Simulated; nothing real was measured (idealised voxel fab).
Process module in this document: voxel gate over fins
Section shown: cut. Width: 220 nm. Cell size: 5 nm, square.
A cross-section in this document is a grid of square cells, and it is written down as bands, the top band listed before the ones below it; a band is made up of one or more rows of cells.
Quick guide to a band line: top height, bottom height (nm) up front; then every material left to right with its width in nm. Only one material and it's marked "everywhere"? Then it fills the band edge to edge. And "blank" just means empty space.
Heights are measured from 0, the level below which the as-received wafer is all one material; the lowest band has no bottom and continues downward, written as in "0..down".
A width such as "30 to 40" changes by the same amount from each row of cells to the next, from the band's top row to its bottom row.
A step reported as "nothing got changed" is a step in which no cell of the cross-section changed.
For the entry "Trapped void list", the listed items are empty spaces with no open way to the top whose size is 8 cells or more; each item follows the pattern width x height at distance, where distance is from the left edge and all three are in nm.
Formally, on a step line, whatever follows the settings is a remark that the simulator itself makes on the step.
overlay nm: how far to the right of its planned place the mask lay on this masked step (negative: to the left).
# These are the steps we planned for the process
1) RECEIVE,material Si
2) CONFORMAL_DEP,material SiN,thk nm 10
3) PATTERN,tone cover,mask id FINS,material resist,width nm 15,pitch nm 45,thk nm 15,overlay nm 0
4) DIRECTIONAL_ETCH,etch materials SiN,depth nm 10
5) DIRECTIONAL_ETCH,etch materials Si,depth nm 40
6) STRIP,etch materials resist
7) FILL_DEP,material SiO2,thk nm 15
8) CMP,height nm 10
9) SELECTIVE_ETCH,etch materials SiO2,depth nm 10
10) STRIP,etch materials SiN
11) CONFORMAL_DEP,material HfO2,thk nm 5
12) CONFORMAL_DEP,material TiN,thk nm 5
13) CONFORMAL_DEP,material TiAl,thk nm 5
14) CONFORMAL_DEP,material TiN,thk nm 5
15) FILL_DEP,material W,thk nm 15
16) CMP,height nm 30
17) CONFORMAL_DEP,material SiCN,thk nm 10
Keep in mind the plan's value for the depth nm of step 9 comes from the first wafer; the wafers don't share that setting, but they do share the same starting point.
# Cross-section of the first incoming wafer of several, state after step 1
0..down: Si everywhere
Trapped void list: none
# Shown in cross-section: the first of several wafers at the end of the module, after its last step, step 17
40..30: SiCN everywhere
30..20: W everywhere
20..15: TiN everywhere
15..10: TiAl everywhere
10..5: TiN everywhere
5..0: HfO2 everywhere
0..-40: SiO2 35 nm, then Si 15 nm, then SiO2 30 nm, then Si 15 nm, then SiO2 30 nm, then Si 15 nm, then SiO2 30 nm, then Si 15 nm, then SiO2 35 nm
-40..down: Si everywhere
Trapped void list: none
# Sectional view of the last wafer upon completion of the module
40..30: SiCN everywhere
30..20: W everywhere
20..15: W 15 nm, then TiN 190 nm, then W 15 nm
15..10: W 15 nm, then TiN 5 nm, then TiAl 180 nm, then TiN 5 nm, then W 15 nm
10..5: W 15 nm, then TiN 5 nm, then TiAl 5 nm, then TiN 35 nm, then TiAl 10 nm, then TiN 35 nm, then TiAl 10 nm, then TiN 35 nm, then TiAl 10 nm, then TiN 35 nm, then TiAl 5 nm, then TiN 5 nm, then W 15 nm
5..0: W 15 nm, then TiN 5 nm, then TiAl 5 nm, then TiN 5 nm, then HfO2 25 nm, then TiN 5 nm, then TiAl 10 nm, then TiN 5 nm, then HfO2 25 nm, then TiN 5 nm, then TiAl 10 nm, then TiN 5 nm, then HfO2 25 nm, then TiN 5 nm, then TiAl 10 nm, then TiN 5 nm, then HfO2 25 nm, then TiN 5 nm, then TiAl 5 nm, then TiN 5 nm, then W 15 nm
0..-5: W 15 nm, then TiN 5 nm, then TiAl 5 nm, then TiN 5 nm, then HfO2 5 nm, then Si 15 nm, then HfO2 5 nm, then TiN 5 nm, then TiAl 10 nm, then TiN 5 nm, then HfO2 5 nm, then Si 15 nm, then HfO2 5 nm, then TiN 5 nm, then TiAl 10 nm, then TiN 5 nm, then HfO2 5 nm, then Si 15 nm, then HfO2 5 nm, then TiN 5 nm, then TiAl 10 nm, then TiN 5 nm, then HfO2 5 nm, then Si 15 nm, then HfO2 5 nm, then TiN 5 nm, then TiAl 5 nm, then TiN 5 nm, then W 15 nm
-5..-10: TiN 20 nm, then TiAl 5 nm, then TiN 5 nm, then HfO2 5 nm, then Si 15 nm, then HfO2 5 nm, then TiN 5 nm, then TiAl 10 nm, then TiN 5 nm, then HfO2 5 nm, then Si 15 nm, then HfO2 5 nm, then TiN 5 nm, then TiAl 10 nm, then TiN 5 nm, then HfO2 5 nm, then Si 15 nm, then HfO2 5 nm, then TiN 5 nm, then TiAl 10 nm, then TiN 5 nm, then HfO2 5 nm, then Si 15 nm, then HfO2 5 nm, then TiN 5 nm, then TiAl 5 nm, then TiN 20 nm
-10..-15: TiAl 25 nm, then TiN 5 nm, then HfO2 5 nm, then Si 15 nm, then HfO2 5 nm, then TiN 5 nm, then TiAl 10 nm, then TiN 5 nm, then HfO2 5 nm, then Si 15 nm, then HfO2 5 nm, then TiN 5 nm, then TiAl 10 nm, then TiN 5 nm, then HfO2 5 nm, then Si 15 nm, then HfO2 5 nm, then TiN 5 nm, then TiAl 10 nm, then TiN 5 nm, then HfO2 5 nm, then Si 15 nm, then HfO2 5 nm, then TiN 5 nm, then TiAl 25 nm
-15..-20: TiN 30 nm, then HfO2 5 nm, then Si 15 nm, then HfO2 5 nm, then TiN 20 nm, then HfO2 5 nm, then Si 15 nm, then HfO2 5 nm, then TiN 20 nm, then HfO2 5 nm, then Si 15 nm, then HfO2 5 nm, then TiN 20 nm, then HfO2 5 nm, then Si 15 nm, then HfO2 5 nm, then TiN 30 nm
-20..-25: HfO2 35 nm, then Si 15 nm, then HfO2 30 nm, then Si 15 nm, then HfO2 30 nm, then Si 15 nm, then HfO2 30 nm, then Si 15 nm, then HfO2 35 nm
-25..-40: SiO2 35 nm, then Si 15 nm, then SiO2 30 nm, then Si 15 nm, then SiO2 30 nm, then Si 15 nm, then SiO2 30 nm, then Si 15 nm, then SiO2 35 nm
-40..down: Si everywhere
Trapped void list: none
# Heads up, this table goes wafer by wafer. A row tells you, at the end of the module, how many cells of each material that wafer has put on (+) or dropped (-) since it was received, and then its closed voids
depth nm 10, +44 HfO2, -256 Si, +88 SiCN, +256 SiO2, +44 TiAl, +88 TiN, +88 W, Trapped void list: none
depth nm 15, +52 HfO2, -256 Si, +88 SiCN, +224 SiO2, +52 TiAl, +98 TiN, +94 W, Trapped void list: none
depth nm 20, +60 HfO2, -256 Si, +88 SiCN, +192 SiO2, +60 TiAl, +108 TiN, +100 W, Trapped void list: none
depth nm 25, +68 HfO2, -256 Si, +88 SiCN, +160 SiO2, +68 TiAl, +118 TiN, +106 W, Trapped void list: none
depth nm 30, +76 HfO2, -256 Si, +88 SiCN, +128 SiO2, +76 TiAl, +128 TiN, +112 W, Trapped void list: none
depth nm 35, +84 HfO2, -256 Si, +88 SiCN, +96 SiO2, +84 TiAl, +138 TiN, +118 W, Trapped void list: none
